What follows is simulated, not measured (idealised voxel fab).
Process module under the name voxel local oxidation
In the cross-section labelled cut, the width is 300 nm and each square cell is 5 nm.
Think of the cross-section as a grid of square cells. We describe it in bands, top to bottom, and each band covers one or more rows of those cells. A band entry consists of two parts. The first gives the height of the band's top and the height of its bottom, in nm. The rest lists the band's materials from left to right, each with its width in nm. A single material labelled with the word "throughout" fills the band from edge to edge, and the word "air" marks empty space. Height datum 0, below which the as-received substrate wafer is one material. Lowest band open at the bottom, running downward: "from 0 down". Graded width ("30..40"): value in top row of band = first number; value in bottom row = second number; row-to-row change constant. No cell of the cross-section changed in a step that is given as "stayed the same". Basically, "Closed void inventory" tells you about the enclosed voids: empty spaces with no open way to the top, 8 cells or bigger, each written width x height at distance, where distance is from the left edge, all in nm. Heads up: the bit after the settings on a step's line is the simulator's remark on that step. The setting "overlay nm" may be written on the line of a step. When the step uses a mask, the value reports how far to the right of the planned place the mask lay, and a negative value reports that it lay to the left.

[Here's what the planned process steps look like]
step 1: RECEIVE: material Si
step 2: CONFORMAL_DEP: material SiO2, thk nm 5
step 3: CONFORMAL_DEP: material SiN, thk nm 15
step 4: PATTERN: tone cover, mask id ACTIVE, material resist, width nm 105, thk nm 20, overlay nm 0
step 5: DIRECTIONAL_ETCH: etch materials SiN, depth nm 15
step 6: STRIP: etch materials resist
step 7: SELECTIVE_ETCH: etch materials SiO2, depth nm 5
step 8: OXIDIZE: depth nm 10
step 9: STRIP: etch materials SiN

[The first of a set of two wafers, run to plan]

[Cross-section of the wafer upon arrival, representing the state reached after step 1]
* from 0 down = Si throughout
* Closed void inventory: none

[Cross-sectional representation of the wafer at the conclusion of step 2]
* from 5 to 0 = SiO2 throughout
* Lower than 0, everything is as it was.

[Cross-sectional representation of the wafer at the conclusion of step 3]
* from 20 to 5 = SiN throughout
* Lower than 5, everything is as it was.

[Cross-sectional representation of the wafer at the conclusion of step 4]
* from 40 to 20 = air: 95, then resist: 105, then air: 100
* Lower than 20, everything is as it was.

[Cross-sectional representation of the wafer at the conclusion of step 5]
* from 40 to 20 = air: 95, then resist: 105, then air: 100
* from 20 to 5 = air: 95, then SiN: 105, then air: 100
* Lower than 5, everything is as it was.

[Cross-sectional representation of the wafer at the conclusion of step 6]
* from 20 to 5 = air: 95, then SiN: 105, then air: 100
* Lower than 5, everything is as it was.

[Cross-sectional representation of the wafer at the conclusion of step 7]
* from 20 to 5 = air: 95, then SiN: 105, then air: 100
* from 5 to 0 = air: 100, then SiO2: 95, then air: 105
* Lower than 0, everything is as it was.

[Cross-sectional representation of the wafer at the conclusion of step 8]
* from 20 to 5 = air: 95, then SiN: 105, then air: 100
* from 5 to 0 = air: 100, then SiO2: 95, then air: 105
* from 0 to -10 = SiO2: 110, then Si: 75, then SiO2: 115
* Lower than -10, everything is as it was.

[Cross-sectional representation of the wafer at the conclusion of step 9]
* from 5 to 0 = air: 100, then SiO2: 95, then air: 105
* Lower than 0, everything is as it was.

[What follows concerns the second wafer, which started out like the first and was meant to follow the very same plan; one mistake crept in when it was run, but everything up to and including step 3 is the same as for the first wafer]

[Second wafer, section view, time point: scheduled end of step 4]
* from 40 to 20 = air: 100, then resist: 100, then air: 100
* Lower than 20, everything is as it was.

[Second wafer, section view, time point: scheduled end of step 5]
* from 40 to 20 = air: 100, then resist: 100, then air: 100
* from 20 to 5 = air: 100, then SiN: 100, then air: 100
* Lower than 5, everything is as it was.

[Second wafer, section view, time point: scheduled end of step 6]
* from 20 to 5 = air: 100, then SiN: 100, then air: 100
* Lower than 5, everything is as it was.

[Second wafer, section view, time point: scheduled end of step 7]
* from 20 to 5 = air: 100, then SiN: 100, then air: 100
* from 5 to 0 = air: 105, then SiO2: 90, then air: 105
* Lower than 0, everything is as it was.

[Second wafer, section view, time point: scheduled end of step 8]
* from 20 to 5 = air: 100, then SiN: 100, then air: 100
* from 5 to 0 = air: 105, then SiO2: 90, then air: 105
* from 0 to -10 = SiO2: 115, then Si: 70, then SiO2: 115
* Lower than -10, everything is as it was.

[Second wafer, section view, time point: scheduled end of step 9]
* from 5 to 0 = air: 105, then SiO2: 90, then air: 105
* Lower than 0, everything is as it was.
Deviation noted in wafer processing: planned and actual differ for step 4; actual: PATTERN: tone cover, mask id ACTIVE, material resist, width nm 100, thk nm 20, overlay nm 0
Final comparison by cell count, materials where the second wafer has more or fewer than the first: Si: 2 fewer, SiO2: 1 more
